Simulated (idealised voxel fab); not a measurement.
process module | voxel ribs on slabs
cross-section cut | 280 nm wide | cells 5 nm
A cross-section is a grid of square cells, given in bands from the top down. A band is one or more rows of cells.
Each band's line starts with the height of the band's top and of its bottom, in nm. Then come its materials from left to right, each with its width in nm. One material with "throughout" fills the band from edge to edge. "air" is empty space.
Height 0 is the level under which the wafer as received is all one material. The lowest band goes on downwards, as in "0 down".
A width such as "30 to 40" changes by the same amount from each row of cells to the next, from the band's top row to its bottom row.
"no change" after a step means that no cell of the cross-section changed.
closed voids: empty space of 8 cells or more with no open way to the top, each as width x height at its distance from the left edge, in nm
after a step's settings: what the simulator itself notes on the step
overlay nm, on a step with a mask: how far to the right of its planned place the mask lay; to the left if negative
plan
1 op RECEIVE | material Si
2 op DIRECTIONAL_DEP | material SiO2 | thk nm 30
3 op DIRECTIONAL_DEP | material SiN | thk nm 20
4 op PATTERN | tone cover | mask id RIB | material resist | width nm 15 | thk nm 15 | overlay nm 0
5 op DIRECTIONAL_ETCH | etch materials SiN | depth nm 10
6 op STRIP | etch materials resist
7 op MASKED_ETCH | tone cover | mask id SLAB | width nm 45 | etch materials SiN | depth nm 10 | overlay nm 0
8 op FILL_DEP | material SiO2 | thk nm 20
9 op CMP | height nm 60
10 op DIRECTIONAL_DEP | material W | thk nm 5
11 op MASKED_ETCH | tone cover | mask id HEATER | width nm 25 | etch materials W | depth nm 5 | overlay nm 0
12 op CONFORMAL_DEP | material SiO2 | thk nm 5
first wafer, as planned
as received, after step 1
  0 down: Si throughout
  closed voids: none
after step 2
  30 to 0: SiO2 throughout
  below 0: unchanged
after step 3
  50 to 30: SiN throughout
  below 30: unchanged
after step 4
  65 to 50: air 130 | resist 15 | air 135
  below 50: unchanged
after step 5
  65 to 50: air 130 | resist 15 | air 135
  50 to 40: air 130 | SiN 15 | air 135
  below 40: unchanged
after step 6
  50 to 40: air 130 | SiN 15 | air 135
  below 40: unchanged
after step 7
  50 to 40: air 130 | SiN 15 | air 135
  40 to 30: air 115 | SiN 45 | air 120
  below 30: unchanged
after step 8
  70 to 50: SiO2 throughout
  50 to 40: SiO2 130 | SiN 15 | SiO2 135
  40 to 30: SiO2 115 | SiN 45 | SiO2 120
  below 30: unchanged
after step 9
  60 to 50: SiO2 throughout
  below 50: unchanged
after step 10
  65 to 60: W throughout
  below 60: unchanged
after step 11
  65 to 60: air 125 | W 25 | air 130
  below 60: unchanged
after step 12
  70 to 65: air 120 | SiO2 35 | air 125
  65 to 60: SiO2 125 | W 25 | SiO2 130
  below 60: unchanged
second wafer: like start, like plan, one mistake. Through step 10 it matches the first wafer
when step 11 should have ended
  65 to 60: air 125 | W 30 | air 125
  below 60: unchanged
when step 12 should have ended
  70 to 65: air 120 | SiO2 40 | air 120
  65 to 60: SiO2 125 | W 30 | SiO2 125
  below 60: unchanged
what went wrong: step 11 ran as: op MASKED_ETCH | tone cover | mask id HEATER | width nm 30 | etch materials W | depth nm 5 | overlay nm 0
at the end the second wafer has, in cells: 1 more of W
